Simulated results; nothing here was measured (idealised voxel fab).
Documented hereafter: the process module known as voxel self aligned contacts.
Xsec cut, 215 nm wide, square cell size 5 nm.
Throughout this document, each cross-section is represented as a grid of square cells and is presented as a sequence of bands enumerated from the top downward, where a band comprises one or more rows of cells.
Within each band entry, the heights of the top and of the bottom of the band appear first, in that order and in nm; the materials of the band then follow from left to right, each with its corresponding width in nm. The designation "full width" on a single material indicates that it fills the band from edge to edge; the designation "air" indicates empty space.
Where do heights start? At 0: under that level the wafer as delivered is made of one material only. And the lowest band has no floor; it just carries on downward, as in "0..down".
A width such as "30->40" changes by the same amount from each row of cells to the next, from the band's top row to its bottom row.
A step reported as "nothing different" is a step in which no cell of the cross-section changed.
Entry "Closed empty spaces" = empty spaces >= 8 cells with no open way to the top; each as width x height at distance, distance from left edge, all nm.
Whatever follows a step's settings on its line is a remark the simulator itself makes about that step.
What "overlay nm" on a step's line means: if the step has a mask, that mask lay this far to the right of its planned place, or, when the value is negative, to the left.

[plan]
1,RECEIVE (material Si)
2,OXIDIZE (depth nm 5)
3,DIRECTIONAL_DEP (material polySi; thk nm 30)
4,DIRECTIONAL_DEP (material SiN; thk nm 20)
5,DIRECTIONAL_DEP (material aC; thk nm 10)
6,PATTERN (tone cover; mask id GATE; material resist; width nm 25; pitch nm 60; thk nm 25; overlay nm 0)
7,DIRECTIONAL_ETCH (etch materials aC; depth nm 10)
8,STRIP (etch materials resist)
9,DIRECTIONAL_ETCH (etch materials SiN; depth nm 20)
10,DIRECTIONAL_ETCH (etch materials polySi; depth nm 30)
11,STRIP (etch materials aC)
12,CONFORMAL_DEP (material SiN; thk nm 5)
13,DIRECTIONAL_ETCH (etch materials SiN; depth nm 5)
14,FILL_DEP (material SiO2; thk nm 10)
15,CMP (height nm 55)
16,PATTERN (tone open; mask id CONTACT; material resist; width nm 45; thk nm 15; overlay nm 0)
17,DIRECTIONAL_ETCH (etch materials SiO2; depth nm 60)
18,STRIP (etch materials resist)
19,CONFORMAL_DEP (material TiN; thk nm 5)
20,FILL_DEP (material Ru; thk nm 10)
21,CMP (height nm 55)
22,CONFORMAL_DEP (material SiN; thk nm 5)

[As-received wafer cross-section (after step 1)]
0..down  Si full width
Closed empty spaces: none

[Here's the wafer cut in cross-section after the module, started and planned just like above, except one thing was done wrong in the run]
60..55  SiN full width
55..50  SiO2=60; SiN=35; TiN=25; SiN=35; SiO2=60
50..30  SiN full width
30..0  polySi full width
0..-5  SiO2 full width
-5..down  Si full width
Closed empty spaces: none
Misprocessing identified: step 4 of the plan saw execution twice
